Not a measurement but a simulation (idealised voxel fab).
Process module heading - voxel self aligned vias
cross-section cut | 275 nm wide | cells 5 nm
In this document a cross-section is written as a grid of square cells. It is given as a series of bands, listed from the top down, and a band is one or more rows of cells.
Each band's line starts with the height of the band's top and of its bottom, in nm. Then come its materials from left to right, each with its width in nm. One material with "edge to edge" fills the band from edge to edge. "empty" is empty space.
For the purposes of this specification, 0 denotes the height below which the wafer in its as-received condition is composed wholly of one material, and the lowermost band, lacking a lower limit, extends downward without end, as expressed in "top 0, no bottom".
The width entry "30..40" should be interpreted row by row: the top row of cells in the band takes the first number, the bottom row takes the second number, and the change between adjacent rows is uniform throughout.
"stayed the same" for a step: no cell of the cross-section changed in that step.
Basically, "Closed void listing" tells you about the enclosed voids: empty spaces with no open way to the top, 8 cells or bigger, each written width x height at distance, where distance is from the left edge, all in nm.
What comes after the settings on a step's line is commentary from the simulator itself on that step.
overlay nm: right-of-plan distance of the mask on a masked step; negative values mean left-of-plan.

-- Process steps foreseen in the plan
1,RECEIVE,material Si
2,CONFORMAL_DEP,material SiO2,thk nm 15
3,CONFORMAL_DEP,material SiCN,thk nm 5
4,DIRECTIONAL_DEP,material SiO2,thk nm 25
5,PATTERN,tone open,mask id LINES,material resist,width nm 25,pitch nm 75,thk nm 15,overlay nm 0
6,DIRECTIONAL_ETCH,etch materials SiO2,depth nm 25
7,STRIP,etch materials resist
8,CONFORMAL_DEP,material TiN,thk nm 5
9,FILL_DEP,material Ru,thk nm 10
10,CMP,height nm 45
11,SELECTIVE_ETCH,etch materials W Ru TiN,depth nm 10
12,FILL_DEP,material SiN,thk nm 5
13,CMP,height nm 45
14,DIRECTIONAL_DEP,material SiO2,thk nm 15
15,PATTERN,tone open,mask id VIAS,material resist,width nm 45,pitch nm 150,thk nm 20,overlay nm 0
16,DIRECTIONAL_ETCH,etch materials SiO2,depth nm 15
17,DIRECTIONAL_ETCH,etch materials SiN,depth nm 10
18,STRIP,etch materials resist
19,CONFORMAL_DEP,material TiN,thk nm 5
20,FILL_DEP,material W,thk nm 5
21,CMP,height nm 60
22,CONFORMAL_DEP,material SiN,thk nm 5

-- First wafer of two (run as planned)

-- Wafer as received: cross-section following step 1
- top 0, no bottom: Si edge to edge
- Closed void listing: none

-- Step 2 complete: cross-section through the wafer
- top 15, bottom 0: SiO2 edge to edge
- Heights below 0 show no change.

-- Step 3 complete: cross-section through the wafer
- top 20, bottom 15: SiCN edge to edge
- Heights below 15 show no change.

-- Step 4 complete: cross-section through the wafer
- top 45, bottom 20: SiO2 edge to edge
- Heights below 20 show no change.

-- Step 5 complete: cross-section through the wafer
- top 60, bottom 45: resist 50 nm; empty 25 nm; resist 50 nm; empty 25 nm; resist 50 nm; empty 25 nm; resist 50 nm
- Heights below 45 show no change.

-- Step 6 complete: cross-section through the wafer
- top 60, bottom 45: resist 50 nm; empty 25 nm; resist 50 nm; empty 25 nm; resist 50 nm; empty 25 nm; resist 50 nm
- top 45, bottom 20: SiO2 50 nm; empty 25 nm; SiO2 50 nm; empty 25 nm; SiO2 50 nm; empty 25 nm; SiO2 50 nm
- Heights below 20 show no change.

-- Step 7 complete: cross-section through the wafer
- top 45, bottom 20: SiO2 50 nm; empty 25 nm; SiO2 50 nm; empty 25 nm; SiO2 50 nm; empty 25 nm; SiO2 50 nm
- Heights below 20 show no change.

-- Step 8 complete: cross-section through the wafer
- top 50, bottom 45: TiN 55 nm; empty 15 nm; TiN 60 nm; empty 15 nm; TiN 60 nm; empty 15 nm; TiN 55 nm
- top 45, bottom 25: SiO2 50 nm; TiN 5 nm; empty 15 nm; TiN 5 nm; SiO2 50 nm; TiN 5 nm; empty 15 nm; TiN 5 nm; SiO2 50 nm; TiN 5 nm; empty 15 nm; TiN 5 nm; SiO2 50 nm
- top 25, bottom 20: SiO2 50 nm; TiN 25 nm; SiO2 50 nm; TiN 25 nm; SiO2 50 nm; TiN 25 nm; SiO2 50 nm
- Heights below 20 show no change.

-- Step 9 complete: cross-section through the wafer
- top 60, bottom 50: Ru edge to edge
- top 50, bottom 45: TiN 55 nm; Ru 15 nm; TiN 60 nm; Ru 15 nm; TiN 60 nm; Ru 15 nm; TiN 55 nm
- top 45, bottom 25: SiO2 50 nm; TiN 5 nm; Ru 15 nm; TiN 5 nm; SiO2 50 nm; TiN 5 nm; Ru 15 nm; TiN 5 nm; SiO2 50 nm; TiN 5 nm; Ru 15 nm; TiN 5 nm; SiO2 50 nm
- Heights below 25 show no change.

-- Step 10 complete: cross-section through the wafer
- top 45, bottom 25: SiO2 50 nm; TiN 5 nm; Ru 15 nm; TiN 5 nm; SiO2 50 nm; TiN 5 nm; Ru 15 nm; TiN 5 nm; SiO2 50 nm; TiN 5 nm; Ru 15 nm; TiN 5 nm; SiO2 50 nm
- Heights below 25 show no change.

-- Step 11 complete: cross-section through the wafer
- top 45, bottom 35: SiO2 50 nm; empty 25 nm; SiO2 50 nm; empty 25 nm; SiO2 50 nm; empty 25 nm; SiO2 50 nm
- Heights below 35 show no change.

-- Step 12 complete: cross-section through the wafer
- top 50, bottom 45: SiN edge to edge
- top 45, bottom 35: SiO2 50 nm; SiN 25 nm; SiO2 50 nm; SiN 25 nm; SiO2 50 nm; SiN 25 nm; SiO2 50 nm
- Heights below 35 show no change.

-- Step 13 complete: cross-section through the wafer
- top 45, bottom 35: SiO2 50 nm; SiN 25 nm; SiO2 50 nm; SiN 25 nm; SiO2 50 nm; SiN 25 nm; SiO2 50 nm
- Heights below 35 show no change.

-- Step 14 complete: cross-section through the wafer
- top 60, bottom 45: SiO2 edge to edge
- Heights below 45 show no change.

-- Step 15 complete: cross-section through the wafer
- top 80, bottom 60: resist 40 nm; empty 45 nm; resist 105 nm; empty 45 nm; resist 40 nm
- Heights below 60 show no change.

-- Step 16 complete: cross-section through the wafer
- top 80, bottom 60: resist 40 nm; empty 45 nm; resist 105 nm; empty 45 nm; resist 40 nm
- top 60, bottom 45: SiO2 40 nm; empty 45 nm; SiO2 105 nm; empty 45 nm; SiO2 40 nm
- Heights below 45 show no change.

-- Step 17 complete: cross-section through the wafer
- top 80, bottom 60: resist 40 nm; empty 45 nm; resist 105 nm; empty 45 nm; resist 40 nm
- top 60, bottom 45: SiO2 40 nm; empty 45 nm; SiO2 105 nm; empty 45 nm; SiO2 40 nm
- top 45, bottom 35: SiO2 50 nm; empty 25 nm; SiO2 50 nm; SiN 25 nm; SiO2 50 nm; empty 25 nm; SiO2 50 nm
- Heights below 35 show no change.

-- Step 18 complete: cross-section through the wafer
- top 60, bottom 45: SiO2 40 nm; empty 45 nm; SiO2 105 nm; empty 45 nm; SiO2 40 nm
- Heights below 45 show no change.

-- Step 19 complete: cross-section through the wafer
- top 65, bottom 60: TiN 45 nm; empty 35 nm; TiN 115 nm; empty 35 nm; TiN 45 nm
- top 60, bottom 50: SiO2 40 nm; TiN 5 nm; empty 35 nm; TiN 5 nm; SiO2 105 nm; TiN 5 nm; empty 35 nm; TiN 5 nm; SiO2 40 nm
- top 50, bottom 45: SiO2 40 nm; TiN 15 nm; empty 15 nm; TiN 15 nm; SiO2 105 nm; TiN 15 nm; empty 15 nm; TiN 15 nm; SiO2 40 nm
- top 45, bottom 40: SiO2 50 nm; TiN 5 nm; empty 15 nm; TiN 5 nm; SiO2 50 nm; SiN 25 nm; SiO2 50 nm; TiN 5 nm; empty 15 nm; TiN 5 nm; SiO2 50 nm
- top 40, bottom 35: SiO2 50 nm; TiN 25 nm; SiO2 50 nm; SiN 25 nm; SiO2 50 nm; TiN 25 nm; SiO2 50 nm
- Heights below 35 show no change.

-- Step 20 complete: cross-section through the wafer
- top 70, bottom 65: W edge to edge
- top 65, bottom 60: TiN 45 nm; W 35 nm; TiN 115 nm; W 35 nm; TiN 45 nm
- top 60, bottom 50: SiO2 40 nm; TiN 5 nm; W 35 nm; TiN 5 nm; SiO2 105 nm; TiN 5 nm; W 35 nm; TiN 5 nm; SiO2 40 nm
- top 50, bottom 45: SiO2 40 nm; TiN 15 nm; W 15 nm; TiN 15 nm; SiO2 105 nm; TiN 15 nm; W 15 nm; TiN 15 nm; SiO2 40 nm
- top 45, bottom 40: SiO2 50 nm; TiN 5 nm; W 15 nm; TiN 5 nm; SiO2 50 nm; SiN 25 nm; SiO2 50 nm; TiN 5 nm; W 15 nm; TiN 5 nm; SiO2 50 nm
- Heights below 40 show no change.

-- Step 21 complete: cross-section through the wafer
- top 60, bottom 50: SiO2 40 nm; TiN 5 nm; W 35 nm; TiN 5 nm; SiO2 105 nm; TiN 5 nm; W 35 nm; TiN 5 nm; SiO2 40 nm
- Heights below 50 show no change.

-- Step 22 complete: cross-section through the wafer
- top 65, bottom 60: SiN edge to edge
- Heights below 60 show no change.

-- What follows concerns the second wafer, which started out like the first and was meant to follow the very same plan; one mistake crept in when it was run, but everything up to and including step 15 is the same as for the first wafer

-- The second wafer in cross-section, at the planned close of step 16
- top 80, bottom 60: resist 40 nm; empty 45 nm; resist 105 nm; empty 45 nm; resist 40 nm
- top 60, bottom 45: SiO2 40 nm; empty 45 nm; SiO2 105 nm; empty 45 nm; SiO2 40 nm
- top 45, bottom 40: SiO2 40 nm; empty 10 nm; SiN 25 nm; empty 10 nm; SiO2 40 nm; SiN 25 nm; SiO2 40 nm; empty 10 nm; SiN 25 nm; empty 10 nm; SiO2 40 nm
- Heights below 40 show no change.

-- The second wafer in cross-section, at the planned close of step 17
- top 80, bottom 60: resist 40 nm; empty 45 nm; resist 105 nm; empty 45 nm; resist 40 nm
- top 60, bottom 45: SiO2 40 nm; empty 45 nm; SiO2 105 nm; empty 45 nm; SiO2 40 nm
- top 45, bottom 35: SiO2 40..50 nm; empty 45..25 nm; SiO2 40..50 nm; SiN 25 nm; SiO2 40..50 nm; empty 45..25 nm; SiO2 40..50 nm
- Heights below 35 show no change.

-- The second wafer in cross-section, at the planned close of step 18
- top 60, bottom 45: SiO2 40 nm; empty 45 nm; SiO2 105 nm; empty 45 nm; SiO2 40 nm
- Heights below 45 show no change.

-- The second wafer in cross-section, at the planned close of step 19
- top 65, bottom 60: TiN 45 nm; empty 35 nm; TiN 115 nm; empty 35 nm; TiN 45 nm
- top 60, bottom 45: SiO2 40 nm; TiN 5 nm; empty 35 nm; TiN 5 nm; SiO2 105 nm; TiN 5 nm; empty 35 nm; TiN 5 nm; SiO2 40 nm
- top 45, bottom 40: SiO2 40 nm; TiN 15 nm; empty 15 nm; TiN 15 nm; SiO2 40 nm; SiN 25 nm; SiO2 40 nm; TiN 15 nm; empty 15 nm; TiN 15 nm; SiO2 40 nm
- top 40, bottom 35: SiO2 50 nm; TiN 25 nm; SiO2 50 nm; SiN 25 nm; SiO2 50 nm; TiN 25 nm; SiO2 50 nm
- Heights below 35 show no change.

-- The second wafer in cross-section, at the planned close of step 20
- top 70, bottom 65: W edge to edge
- top 65, bottom 60: TiN 45 nm; W 35 nm; TiN 115 nm; W 35 nm; TiN 45 nm
- top 60, bottom 45: SiO2 40 nm; TiN 5 nm; W 35 nm; TiN 5 nm; SiO2 105 nm; TiN 5 nm; W 35 nm; TiN 5 nm; SiO2 40 nm
- top 45, bottom 40: SiO2 40 nm; TiN 15 nm; W 15 nm; TiN 15 nm; SiO2 40 nm; SiN 25 nm; SiO2 40 nm; TiN 15 nm; W 15 nm; TiN 15 nm; SiO2 40 nm
- Heights below 40 show no change.

-- The second wafer in cross-section, at the planned close of step 21
- top 60, bottom 45: SiO2 40 nm; TiN 5 nm; W 35 nm; TiN 5 nm; SiO2 105 nm; TiN 5 nm; W 35 nm; TiN 5 nm; SiO2 40 nm
- Heights below 45 show no change.

-- The second wafer in cross-section, at the planned close of step 22
- top 65, bottom 60: SiN edge to edge
- Heights below 60 show no change.
In executing the process, a mistake was made relative to the plan: heads up, step 16 didn't go per plan, it actually ran as DIRECTIONAL_ETCH,etch materials SiO2,depth nm 20
Cell-count delta at end, second wafer over first, by material: 8 fewer of SiO2 | 8 more of W
